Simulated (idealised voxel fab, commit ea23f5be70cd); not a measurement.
Process module in this document: voxel air gaps
Section shown: cut. Width: 265 nm. Cell size: 5 nm, square.
How to read a cross-section here: the picture is a grid of square cells, written as bands going from the top down, and any band can span one or more rows of cells. The band entry comprises the height of the band's top followed by the height of its bottom, expressed in nm, and subsequently the band's materials from left to right, each stated together with its width in nm. Where a single material is marked with the word "all across", that material fills the band from edge to edge. The word "empty" represents empty space. For the purposes of this specification, 0 denotes the height below which the wafer in its as-received condition is composed wholly of one material, and the lowermost band, lacking a lower limit, extends downward without end, as expressed in "top 0, no bottom". Width: "30 to 40" (first number = top row, second number = bottom row, same change from row to row of cells). "everything unchanged", as given for a step, is the statement that not any cell of the cross-section underwent a change during that step. What "Catalogued sealed voids" gives you is every empty space of 8 cells or more that is cut off from the top. Each appears as width x height at distance, with the distance taken from the left edge and width, height and distance all in nm. Whatever follows a step's settings on its line is a remark the simulator itself makes about that step. "overlay nm" on a masked step: distance the mask lay right of its planned place, negative for left.

**Listed below are the process steps as planned**
1,RECEIVE | material Si
2,CONFORMAL_DEP | material SiO2 | thk nm 10
3,CONFORMAL_DEP | material SiCN | thk nm 5
4,DIRECTIONAL_DEP | material lowk | thk nm 40
5,PATTERN | tone open | mask id LINES | material resist | width nm 20 | pitch nm 45 | thk nm 15 | overlay nm 0
6,DIRECTIONAL_ETCH | etch materials lowk | depth nm 40
7,STRIP | etch materials resist
8,CONFORMAL_DEP | material TiN | thk nm 5
9,FILL_DEP | material W | thk nm 5
10,CMP | height nm 55
11,EPI | material Ru | thk nm 10
12,SELECTIVE_ETCH | etch materials lowk | depth nm 50
13,CONFORMAL_DEP | material SiCN | thk nm 5

**Concerning the first of two wafers, which was run in accordance with the plan**

**As-received wafer cross-section (after step 1)**
- top 0, no bottom  Si all across
- Catalogued sealed voids: none

**Once step 2 is through, the wafer looks like this in cross-section**
- top 10, bottom 0  SiO2 all across
- All layers under 0 are left as they were.

**Once step 3 is through, the wafer looks like this in cross-section**
- top 15, bottom 10  SiCN all across
- All layers under 10 are left as they were.

**Once step 4 is through, the wafer looks like this in cross-section**
- top 55, bottom 15  lowk all across
- All layers under 15 are left as they were.

**Once step 5 is through, the wafer looks like this in cross-section**
- top 70, bottom 55  resist=55  empty=20  resist=25  empty=20  resist=25  empty=20  resist=25  empty=20  resist=55
- All layers under 55 are left as they were.

**Once step 6 is through, the wafer looks like this in cross-section**
- top 70, bottom 55  resist=55  empty=20  resist=25  empty=20  resist=25  empty=20  resist=25  empty=20  resist=55
- top 55, bottom 15  lowk=55  empty=20  lowk=25  empty=20  lowk=25  empty=20  lowk=25  empty=20  lowk=55
- All layers under 15 are left as they were.

**Once step 7 is through, the wafer looks like this in cross-section**
- top 55, bottom 15  lowk=55  empty=20  lowk=25  empty=20  lowk=25  empty=20  lowk=25  empty=20  lowk=55
- All layers under 15 are left as they were.

**Once step 8 is through, the wafer looks like this in cross-section**
- top 60, bottom 55  TiN=60  empty=10  TiN=35  empty=10  TiN=35  empty=10  TiN=35  empty=10  TiN=60
- top 55, bottom 20  lowk=55  TiN=5  empty=10  TiN=5  lowk=25  TiN=5  empty=10  TiN=5  lowk=25  TiN=5  empty=10  TiN=5  lowk=25  TiN=5  empty=10  TiN=5  lowk=55
- top 20, bottom 15  lowk=55  TiN=20  lowk=25  TiN=20  lowk=25  TiN=20  lowk=25  TiN=20  lowk=55
- All layers under 15 are left as they were.

**Once step 9 is through, the wafer looks like this in cross-section**
- top 65, bottom 60  W all across
- top 60, bottom 55  TiN=60  W=10  TiN=35  W=10  TiN=35  W=10  TiN=35  W=10  TiN=60
- top 55, bottom 20  lowk=55  TiN=5  W=10  TiN=5  lowk=25  TiN=5  W=10  TiN=5  lowk=25  TiN=5  W=10  TiN=5  lowk=25  TiN=5  W=10  TiN=5  lowk=55
- All layers under 20 are left as they were.

**Once step 10 is through, the wafer looks like this in cross-section**
- top 55, bottom 20  lowk=55  TiN=5  W=10  TiN=5  lowk=25  TiN=5  W=10  TiN=5  lowk=25  TiN=5  W=10  TiN=5  lowk=25  TiN=5  W=10  TiN=5  lowk=55
- All layers under 20 are left as they were.

**Once step 11 is through, the wafer looks like this in cross-section**
- top 65, bottom 55  empty=45  Ru=40  empty=5  Ru=40  empty=5  Ru=40  empty=5  Ru=40  empty=45
- All layers under 55 are left as they were.

**Once step 12 is through, the wafer looks like this in cross-section**
- top 65, bottom 55  empty=45  Ru=40  empty=5  Ru=40  empty=5  Ru=40  empty=5  Ru=40  empty=45
- top 55, bottom 20  empty=55  TiN=5  W=10  TiN=5  empty=25  TiN=5  W=10  TiN=5  empty=25  TiN=5  W=10  TiN=5  empty=25  TiN=5  W=10  TiN=5  empty=55
- top 20, bottom 15  empty=55  TiN=20  empty=25  TiN=20  empty=25  TiN=20  empty=25  TiN=20  empty=55
- All layers under 15 are left as they were.

**Once step 13 is through, the wafer looks like this in cross-section**
- top 70, bottom 65  empty=40  SiCN=185  empty=40
- top 65, bottom 55  empty=40  SiCN=5  Ru=40  SiCN=5  Ru=40  SiCN=5  Ru=40  SiCN=5  Ru=40  SiCN=5  empty=40
- top 55, bottom 50  empty=40  SiCN=15  TiN=5  W=10  TiN=5  SiCN=25  TiN=5  W=10  TiN=5  SiCN=25  TiN=5  W=10  TiN=5  SiCN=25  TiN=5  W=10  TiN=5  SiCN=15  empty=40
- top 50, bottom 20  empty=50  SiCN=5  TiN=5  W=10  TiN=5  SiCN=5  empty=15  SiCN=5  TiN=5  W=10  TiN=5  SiCN=5  empty=15  SiCN=5  TiN=5  W=10  TiN=5  SiCN=5  empty=15  SiCN=5  TiN=5  W=10  TiN=5  SiCN=5  empty=50
- top 20, bottom 15  SiCN=55  TiN=20  SiCN=25  TiN=20  SiCN=25  TiN=20  SiCN=25  TiN=20  SiCN=55
- All layers under 15 are left as they were.
- Catalogued sealed voids: 15 x 30 at 80; 15 x 30 at 125; 15 x 30 at 170

**Wafer two: like wafer one in start and plan, but with one mistake in execution; identical up to and including step 1**

**Cross-section of the second wafer corresponding to the planned conclusion of step 2**
- top 5, bottom 0  SiCN all across
- All layers under 0 are left as they were.

**Cross-section of the second wafer corresponding to the planned conclusion of step 3**
- top 15, bottom 5  SiO2 all across
- All layers under 5 are left as they were.

**Cross-section of the second wafer corresponding to the planned conclusion of step 4**
- top 55, bottom 15  lowk all across
- All layers under 15 are left as they were.

**Cross-section of the second wafer corresponding to the planned conclusion of step 5**
- top 70, bottom 55  resist=55  empty=20  resist=25  empty=20  resist=25  empty=20  resist=25  empty=20  resist=55
- All layers under 55 are left as they were.

**Cross-section of the second wafer corresponding to the planned conclusion of step 6**
- top 70, bottom 55  resist=55  empty=20  resist=25  empty=20  resist=25  empty=20  resist=25  empty=20  resist=55
- top 55, bottom 15  lowk=55  empty=20  lowk=25  empty=20  lowk=25  empty=20  lowk=25  empty=20  lowk=55
- All layers under 15 are left as they were.

**Cross-section of the second wafer corresponding to the planned conclusion of step 7**
- top 55, bottom 15  lowk=55  empty=20  lowk=25  empty=20  lowk=25  empty=20  lowk=25  empty=20  lowk=55
- All layers under 15 are left as they were.

**Cross-section of the second wafer corresponding to the planned conclusion of step 8**
- top 60, bottom 55  TiN=60  empty=10  TiN=35  empty=10  TiN=35  empty=10  TiN=35  empty=10  TiN=60
- top 55, bottom 20  lowk=55  TiN=5  empty=10  TiN=5  lowk=25  TiN=5  empty=10  TiN=5  lowk=25  TiN=5  empty=10  TiN=5  lowk=25  TiN=5  empty=10  TiN=5  lowk=55
- top 20, bottom 15  lowk=55  TiN=20  lowk=25  TiN=20  lowk=25  TiN=20  lowk=25  TiN=20  lowk=55
- All layers under 15 are left as they were.

**Cross-section of the second wafer corresponding to the planned conclusion of step 9**
- top 65, bottom 60  W all across
- top 60, bottom 55  TiN=60  W=10  TiN=35  W=10  TiN=35  W=10  TiN=35  W=10  TiN=60
- top 55, bottom 20  lowk=55  TiN=5  W=10  TiN=5  lowk=25  TiN=5  W=10  TiN=5  lowk=25  TiN=5  W=10  TiN=5  lowk=25  TiN=5  W=10  TiN=5  lowk=55
- All layers under 20 are left as they were.

**Cross-section of the second wafer corresponding to the planned conclusion of step 10**
- top 55, bottom 20  lowk=55  TiN=5  W=10  TiN=5  lowk=25  TiN=5  W=10  TiN=5  lowk=25  TiN=5  W=10  TiN=5  lowk=25  TiN=5  W=10  TiN=5  lowk=55
- All layers under 20 are left as they were.

**Cross-section of the second wafer corresponding to the planned conclusion of step 11**
- top 65, bottom 55  empty=45  Ru=40  empty=5  Ru=40  empty=5  Ru=40  empty=5  Ru=40  empty=45
- All layers under 55 are left as they were.

**Cross-section of the second wafer corresponding to the planned conclusion of step 12**
- top 65, bottom 55  empty=45  Ru=40  empty=5  Ru=40  empty=5  Ru=40  empty=5  Ru=40  empty=45
- top 55, bottom 20  empty=55  TiN=5  W=10  TiN=5  empty=25  TiN=5  W=10  TiN=5  empty=25  TiN=5  W=10  TiN=5  empty=25  TiN=5  W=10  TiN=5  empty=55
- top 20, bottom 15  empty=55  TiN=20  empty=25  TiN=20  empty=25  TiN=20  empty=25  TiN=20  empty=55
- All layers under 15 are left as they were.

**Cross-section of the second wafer corresponding to the planned conclusion of step 13**
- top 70, bottom 65  empty=40  SiCN=185  empty=40
- top 65, bottom 55  empty=40  SiCN=5  Ru=40  SiCN=5  Ru=40  SiCN=5  Ru=40  SiCN=5  Ru=40  SiCN=5  empty=40
- top 55, bottom 50  empty=40  SiCN=15  TiN=5  W=10  TiN=5  SiCN=25  TiN=5  W=10  TiN=5  SiCN=25  TiN=5  W=10  TiN=5  SiCN=25  TiN=5  W=10  TiN=5  SiCN=15  empty=40
- top 50, bottom 20  empty=50  SiCN=5  TiN=5  W=10  TiN=5  SiCN=5  empty=15  SiCN=5  TiN=5  W=10  TiN=5  SiCN=5  empty=15  SiCN=5  TiN=5  W=10  TiN=5  SiCN=5  empty=15  SiCN=5  TiN=5  W=10  TiN=5  SiCN=5  empty=50
- top 20, bottom 15  SiCN=55  TiN=20  SiCN=25  TiN=20  SiCN=25  TiN=20  SiCN=25  TiN=20  SiCN=55
- All layers under 15 are left as they were.
- Catalogued sealed voids: 15 x 30 at 80; 15 x 30 at 125; 15 x 30 at 170
The mistake made against the process plan was this: the intended sequence of steps 2 and 3 was reversed during processing, with each occupying the position of the other
Same inventory, different map: at the end, the second wafer holds as many cells of each material as the first, placed elsewhere.
